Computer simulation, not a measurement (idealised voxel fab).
Process module heading - voxel local oxidation
The width of the displayed cross-section, cut, is 220 nm; its cells are square, with a size of 5 nm.
A cross-section is a grid of square cells, given in bands from the top down. A band is one or more rows of cells.
Band entry format. Leading values: height of top, height of bottom, nm. Remainder: materials in left-to-right order, each with its width in nm. Special words: "full width" on a single material, which then fills the band edge to edge; "empty", empty space.
Heights are reckoned from 0. Under this level, the received wafer is all of one material. The bottommost band is open-ended downward, for example "from 0 down".
It should be noted that a width expressed as "30->40" varies in equal increments from row to row of cells within the band, taking the value of the first number at the top row and that of the second number at the bottom row.
Step note "remained the same" = no cross-section cell changed.
Reported under the label "Encapsulated voids" are the empty spaces having no open way to the top and comprising 8 cells or more; the notation for each is width x height at distance, in which the distance is measured from the left edge and all three values are in nm.
The remark found on a step's line after its settings is issued by the simulator itself and pertains to that step.
"overlay nm" denotes, for a step that has a mask, the displacement of the mask to the right of its planned place, with negative values corresponding to the left.

**Here's what the planned process steps look like**
1. RECEIVE,material Si
2. OXIDIZE,depth nm 5
3. CONFORMAL_DEP,material SiN,thk nm 10
4. DIRECTIONAL_DEP,material aC,thk nm 10
5. PATTERN,tone cover,mask id ACTIVE,material resist,width nm 115,thk nm 25,overlay nm 0
6. DIRECTIONAL_ETCH,etch materials aC,depth nm 10
7. STRIP,etch materials resist
8. DIRECTIONAL_ETCH,etch materials SiN,depth nm 10
9. STRIP,etch materials aC
10. SELECTIVE_ETCH,etch materials SiO2,depth nm 5
11. OXIDIZE,depth nm 15
12. STRIP,etch materials SiN
Every wafer here starts from the same state; it is the step 10 depth nm that distinguishes them, and the value the plan gives belongs to the first wafer.

**Cross-section of the first of several wafers as received (after step 1)**
	from 0 down: Si full width
	Encapsulated voids: none

**For your reference, the table is organized with a row per wafer; each row reflects the wafer at the end of the module, indicating for each material the cells gained (+) or lost (-) since receipt, and thereafter its closed voids**
depth nm 5, -131 Si, +108 SiO2, Encapsulated voids: none
depth nm 10, -137 Si, +112 SiO2, Encapsulated voids: none
depth nm 15, -143 Si, +116 SiO2, Encapsulated voids: none
depth nm 20, -149 Si, +120 SiO2, Encapsulated voids: none
